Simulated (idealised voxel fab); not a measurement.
Title: Process Module voxel local oxidation
Cross-sectional view cut (width: 300 nm; square cell size: 5 nm).
Cross-section layout: square cells on a grid; listed as bands, top to bottom; a band spans one or more cell rows. Heads up on the band format: heights come first, top then bottom, in nm. After that it's the materials left to right, each with its width in nm. A single material flagged "all across" fills the whole band edge to edge, and "empty" means there's empty space there. Heights from 0 (as-received wafer is one material below). Bottom band endless downward, as "0 nm and below". Top row gets the first number, bottom row gets the second, and each row in between changes by the same step: that is how a band width like "30->40" works. Where a step carries "no change occurred", the cross-section came out of it unchanged, cell for cell. The entry titled "Sealed void listing" provides the empty spaces that have no open way to the top, restricted to those of 8 cells or more. Each is presented as width x height at distance, the distance being measured from the left edge, with all three in nm. The remark found on a step's line after its settings is issued by the simulator itself and pertains to that step. Each step line may optionally specify "overlay nm", which for a step with a mask gives the rightward distance between the mask's planned place and where it lay, a negative value indicating the leftward direction.
-- Below is the list of planned process steps
- 1: RECEIVE with material Si
- 2: CONFORMAL_DEP with material SiO2, thk nm 5
- 3: CONFORMAL_DEP with material SiN, thk nm 15
- 4: PATTERN with tone cover, mask id ACTIVE, material resist, width nm 100, thk nm 15, overlay nm 0
- 5: DIRECTIONAL_ETCH with etch materials SiN, depth nm 15
- 6: STRIP with etch materials resist
- 7: SELECTIVE_ETCH with etch materials SiO2, depth nm 5
- 8: OXIDIZE with depth nm 10
- 9: STRIP with etch materials SiN
-- First of two wafers, processed according to plan
-- Shown in cross-section is the wafer as received, that is, as it stands after step 1
0 nm and below | Si all across
Sealed void listing: none
-- State of the wafer after step 2, shown in cross-section
5 nm to 0 nm | SiO2 all across
Note: structure below 0 unchanged.
-- State of the wafer after step 3, shown in cross-section
20 nm to 5 nm | SiN all across
Note: structure below 5 unchanged.
-- State of the wafer after step 4, shown in cross-section
35 nm to 20 nm | empty: 100, resist: 100, empty: 100
Note: structure below 20 unchanged.
-- State of the wafer after step 5, shown in cross-section
35 nm to 20 nm | empty: 100, resist: 100, empty: 100
20 nm to 5 nm | empty: 100, SiN: 100, empty: 100
Note: structure below 5 unchanged.
-- State of the wafer after step 6, shown in cross-section
20 nm to 5 nm | empty: 100, SiN: 100, empty: 100
Note: structure below 5 unchanged.
-- State of the wafer after step 7, shown in cross-section
20 nm to 5 nm | empty: 100, SiN: 100, empty: 100
5 nm to 0 nm | empty: 105, SiO2: 90, empty: 105
Note: structure below 0 unchanged.
-- State of the wafer after step 8, shown in cross-section
20 nm to 5 nm | empty: 100, SiN: 100, empty: 100
5 nm to 0 nm | empty: 105, SiO2: 90, empty: 105
0 nm to -10 nm | SiO2: 115, Si: 70, SiO2: 115
Note: structure below -10 unchanged.
-- State of the wafer after step 9, shown in cross-section
5 nm to 0 nm | empty: 105, SiO2: 90, empty: 105
Note: structure below 0 unchanged.
-- Wafer two of two - same starting point, same process plan, one mistake in execution; matches wafer one up to and including step 7
-- Cross-sectional representation of the second wafer at the time designated in the plan for the completion of step 8
20 nm to 5 nm | empty: 100, SiN: 100, empty: 100
5 nm to 0 nm | empty: 105, SiO2: 90, empty: 105
0 nm to -20 nm | SiO2: 125, Si: 50, SiO2: 125
Note: structure below -20 unchanged.
-- Cross-sectional representation of the second wafer at the time designated in the plan for the completion of step 9
5 nm to 0 nm | empty: 105, SiO2: 90, empty: 105
Note: structure below 0 unchanged.
what went wrong: step 8 was processed under conditions differing from the plan, specifically as OXIDIZE with depth nm 20
Materials where the second wafer ends with more or fewer cells than the first: -108 Si; +108 SiO2
